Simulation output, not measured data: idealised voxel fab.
voxel self aligned vias: a process module
It is cross-section cut that appears here, measuring 245 nm in width, its square cells being 5 nm in size.
In what follows, cross-sections appear as grids of square cells, described through bands that run from the top down, where every band is one or more rows of cells.
Quick guide to a band line: top height, bottom height (nm) up front; then every material left to right with its width in nm. Only one material and it's marked "throughout"? Then it fills the band edge to edge. And "empty" just means empty space.
The reference from which all heights are counted is 0, the level beneath which the as-received wafer is entirely one material; the lowest band, having no lower bound, proceeds downward and is written after the example "from 0 down".
Width spec "30 to 40" -> top row of cells at first value, bottom row at second value, equal per-row change in between.
You'll sometimes find "nothing different" written for a step, and that's the way of saying that nowhere in the cross-section did a cell change during that step.
The entry titled "Cavities, sealed" provides the empty spaces that have no open way to the top, restricted to those of 8 cells or more. Each is presented as width x height at distance, the distance being measured from the left edge, with all three in nm.
That trailing text on a step's line, after the settings, is the simulator's own remark on the step.
"overlay nm" on a masked step: distance the mask lay right of its planned place, negative for left.

# Intended process steps
1: RECEIVE: material Si
2: CONFORMAL_DEP: material SiO2, thk nm 10
3: CONFORMAL_DEP: material SiCN, thk nm 5
4: DIRECTIONAL_DEP: material lowk, thk nm 25
5: MASKED_ETCH: tone open, mask id LINES, width nm 25, pitch nm 60, etch materials lowk, depth nm 25, overlay nm 0
6: CONFORMAL_DEP: material TiN, thk nm 5
7: FILL_DEP: material W, thk nm 5
8: CMP: height nm 40
9: SELECTIVE_ETCH: etch materials W Ru TiN, depth nm 10
10: FILL_DEP: material SiN, thk nm 5
11: CMP: height nm 40
12: DIRECTIONAL_DEP: material lowk, thk nm 20
13: PATTERN: tone open, mask id VIAS, material resist, width nm 45, pitch nm 60, thk nm 20, overlay nm 0
14: DIRECTIONAL_ETCH: etch materials lowk, depth nm 20
15: DIRECTIONAL_ETCH: etch materials SiN, depth nm 10
16: STRIP: etch materials resist
17: CONFORMAL_DEP: material TiN, thk nm 5
18: FILL_DEP: material Ru, thk nm 5
19: CMP: height nm 60
20: CONFORMAL_DEP: material SiN, thk nm 5

# The cross-section here shows the wafer as received, i.e. in its state after step 1
	from 0 down | Si throughout
	Cavities, sealed: none

# a wafer at the end: this start, this plan, one mistake
	from 65 to 60 | SiN throughout
	from 60 to 40 | lowk 70 | TiN 5 | Ru 35 | TiN 5 | lowk 15 | TiN 5 | Ru 35 | TiN 5 | lowk 70
	from 40 to 35 | SiN 70 | TiN 15 | Ru 15 | TiN 15 | SiN 15 | TiN 15 | Ru 15 | TiN 15 | SiN 70
	from 35 to 30 | lowk 80 | TiN 25 | lowk 35 | TiN 25 | lowk 80
	from 30 to 15 | lowk 80 | TiN 5 | W 15 | TiN 5 | lowk 35 | TiN 5 | W 15 | TiN 5 | lowk 80
	from 15 to 10 | lowk 80 | TiN 25 | lowk 35 | TiN 25 | lowk 80
	from 10 to 0 | SiO2 throughout
	from 0 down | Si throughout
	Cavities, sealed: none
Deviation from plan: execution of step 3 of the plan did not take place, the step having been omitted
